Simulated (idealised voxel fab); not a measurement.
process module | voxel wiring stack
Section cut is 215 nm wide and gridded with 5 nm square cells.
We lay out every cross-section as a grid of square cells and spell it out in bands from the top down, where one band means one or more rows of cells. For a band, the entry starts with two heights in nm, that of the top and then that of the bottom, and carries on with the band's materials in order from left to right, each alongside its width in nm; the word "throughout" beside a single material means it fills the band edge to edge, and "empty" means empty space. Convention: height 0 is the level below which the wafer, as received, is all one material. The lowest band does not terminate at the bottom but continues downward, represented as "0 and below". Top row gets the first number, bottom row gets the second, and each row in between changes by the same step: that is how a band width like "30->40" works. Any step labelled "remained unchanged" changed none of the cells in the cross-section. Empty spaces counting at least 8 cells and having no open way to the top are listed in "Unvented cavities". The notation width x height at distance is used for each, the distance being from the left edge and all three values in nm. If you see something after the settings on a step's line, that's the simulator's own remark about that step. "overlay nm" on a masked step: distance the mask lay right of its planned place, negative for left.

# Intended process steps
1. RECEIVE (material Si)
2. CONFORMAL_DEP (material SiO2; thk nm 15)
3. DIRECTIONAL_DEP (material TiN; thk nm 5)
4. DIRECTIONAL_DEP (material Ru; thk nm 25)
5. PATTERN (tone cover; mask id METAL_1; material resist; width nm 25; pitch nm 45; thk nm 20; overlay nm 0)
6. DIRECTIONAL_ETCH (etch materials Ru; depth nm 25)
7. DIRECTIONAL_ETCH (etch materials TiN; depth nm 5)
8. STRIP (etch materials resist)
9. FILL_DEP (material lowk; thk nm 5)
10. CMP (height nm 45)
11. CONFORMAL_DEP (material SiCN; thk nm 5)
12. DIRECTIONAL_DEP (material lowk; thk nm 20)
13. PATTERN (tone open; mask id PLUG_1; material resist; width nm 15; pitch nm 45; thk nm 20; overlay nm 0)
14. DIRECTIONAL_ETCH (etch materials lowk; depth nm 20)
15. DIRECTIONAL_ETCH (etch materials SiCN; depth nm 5)
16. STRIP (etch materials resist)
17. EPI (material Ru; thk nm 10)
18. EPI (material Ru; thk nm 10)
19. EPI (material Ru; thk nm 5)
20. DIRECTIONAL_DEP (material TiN; thk nm 5)
21. DIRECTIONAL_DEP (material W; thk nm 15)
22. PATTERN (tone cover; mask id METAL_2; material resist; width nm 25; pitch nm 45; thk nm 15; overlay nm 0)
23. DIRECTIONAL_ETCH (etch materials W; depth nm 15)
24. DIRECTIONAL_ETCH (etch materials TiN; depth nm 5)
25. STRIP (etch materials resist)
26. CONFORMAL_DEP (material SiN; thk nm 5)
27. FILL_DEP (material SiO2; thk nm 5)
28. CMP (height nm 90)
29. CONFORMAL_DEP (material SiN; thk nm 5)

# Received-state cross-section, reflecting completion of step 1
> 0 and below: Si throughout
> Unvented cavities: none

# Sectioned view, first of two wafers, at the close of the module, processed as intended in the plan
> 95 down to 90: SiN throughout
> 90 down to 75: SiO2: 45, SiN: 5, W: 25, SiN: 5, SiO2: 10, SiN: 5, W: 25, SiN: 5, SiO2: 10, SiN: 5, W: 25, SiN: 5, SiO2: 45
> 75 down to 70: SiN: 50, TiN: 25, SiN: 20, TiN: 25, SiN: 20, TiN: 25, SiN: 50
> 70 down to 50: lowk: 50, Ru: 15, lowk: 30, Ru: 15, lowk: 30, Ru: 15, lowk: 60
> 50 down to 45: SiCN: 50, Ru: 15, SiCN: 30, Ru: 15, SiCN: 30, Ru: 15, SiCN: 60
> 45 down to 20: lowk: 50, Ru: 25, lowk: 20, Ru: 25, lowk: 20, Ru: 25, lowk: 50
> 20 down to 15: lowk: 50, TiN: 25, lowk: 20, TiN: 25, lowk: 20, TiN: 25, lowk: 50
> 15 down to 0: SiO2 throughout
> 0 and below: Si throughout
> Unvented cavities: none

# Wafer two cross-section, module end. Start and plan unchanged from wafer one; one mistake made during the run
> 95 down to 90: W throughout
> 90 down to 75: SiO2: 45, SiN: 5, W: 25, SiN: 5, SiO2: 10, SiN: 5, W: 25, SiN: 5, SiO2: 10, SiN: 5, W: 25, SiN: 5, SiO2: 45
> 75 down to 70: SiN: 50, TiN: 25, SiN: 20, TiN: 25, SiN: 20, TiN: 25, SiN: 50
> 70 down to 50: lowk: 50, Ru: 15, lowk: 30, Ru: 15, lowk: 30, Ru: 15, lowk: 60
> 50 down to 45: SiCN: 50, Ru: 15, SiCN: 30, Ru: 15, SiCN: 30, Ru: 15, SiCN: 60
> 45 down to 20: lowk: 50, Ru: 25, lowk: 20, Ru: 25, lowk: 20, Ru: 25, lowk: 50
> 20 down to 15: lowk: 50, TiN: 25, lowk: 20, TiN: 25, lowk: 20, TiN: 25, lowk: 50
> 15 down to 0: SiO2 throughout
> 0 and below: Si throughout
> Unvented cavities: none
Plan not followed: so step 29 ended up running with a different setting than we planned, it ran as CONFORMAL_DEP (material W; thk nm 5)
Per the end-of-run cell counts, the second wafer holds more or fewer of some materials than the first: SiN -43, W +43
